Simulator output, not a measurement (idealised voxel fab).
Process module in this document: voxel tone inversion
This is section cut - it's 195 nm across, gridded in 5 nm square cells.
Square cells in a grid make up a cross-section in this document, and the grid is given as bands, listed from the top down, each one or more rows of cells.
For a band, the entry starts with two heights in nm, that of the top and then that of the bottom, and carries on with the band's materials in order from left to right, each alongside its width in nm; the word "everywhere" beside a single material means it fills the band edge to edge, and "blank" means empty space.
The reference from which all heights are counted is 0, the level beneath which the as-received wafer is entirely one material; the lowest band, having no lower bound, proceeds downward and is written after the example "0 nm and below".
Width spec "30..40" -> top row of cells at first value, bottom row at second value, equal per-row change in between.
What does "left unchanged" mean for a step? It means no cell of the cross-section changed in that step.
Each empty space that has no open way to the top and spans at least 8 cells appears under "Voids, enclosed" as width x height at distance, the distance counted from the left edge, all in nm.
after a step's settings: what the simulator itself notes on the step
The optional step-line setting "overlay nm" applies to steps with a mask and quantifies how far to the right of its planned location the mask lay, a negative value indicating leftward placement.
Steps in the process plan
1: op RECEIVE | material Si
2: op CONFORMAL_DEP | material SiCN | thk nm 10
3: op DIRECTIONAL_DEP | material polySi | thk nm 15
4: op PATTERN | tone cover | mask id POSTS | material resist | width nm 20 | pitch nm 35 | thk nm 25 | overlay nm 0
5: op DIRECTIONAL_ETCH | etch materials polySi | depth nm 15
6: op STRIP | etch materials resist
7: op FILL_DEP | material SiO2 | thk nm 5
8: op CMP | height nm 25
9: op STRIP | etch materials polySi
10: op CONFORMAL_DEP | material TiN | thk nm 5
11: op FILL_DEP | material Cu | thk nm 5
12: op CMP | height nm 25
13: op CONFORMAL_DEP | material SiCN | thk nm 5
Wafer at receipt (post step 1), cross-section
    0 nm and below  Si everywhere
    Voids, enclosed: none
End state of the module in cross-section, given the above starting point and plan and one mistake in execution
    30 nm to 25 nm  SiCN everywhere
    25 nm to 15 nm  SiO2 (40)  TiN (5)  Cu (5)  TiN (5)  SiO2 (20)  TiN (5)  Cu (5)  TiN (5)  SiO2 (20)  TiN (5)  Cu (5)  TiN (5)  SiO2 (20)  TiN (5)  Cu (5)  TiN (5)  SiO2 (35)
    15 nm to 10 nm  SiO2 (40)  TiN (15)  SiO2 (20)  TiN (15)  SiO2 (20)  TiN (15)  SiO2 (20)  TiN (15)  SiO2 (35)
    10 nm to 0 nm  SiCN everywhere
    0 nm and below  Si everywhere
    Voids, enclosed: none
So what did we get wrong on this run? step 4 changed vs plan, executed as op PATTERN | tone cover | mask id POSTS | material resist | width nm 15 | pitch nm 35 | thk nm 25 | overlay nm 0
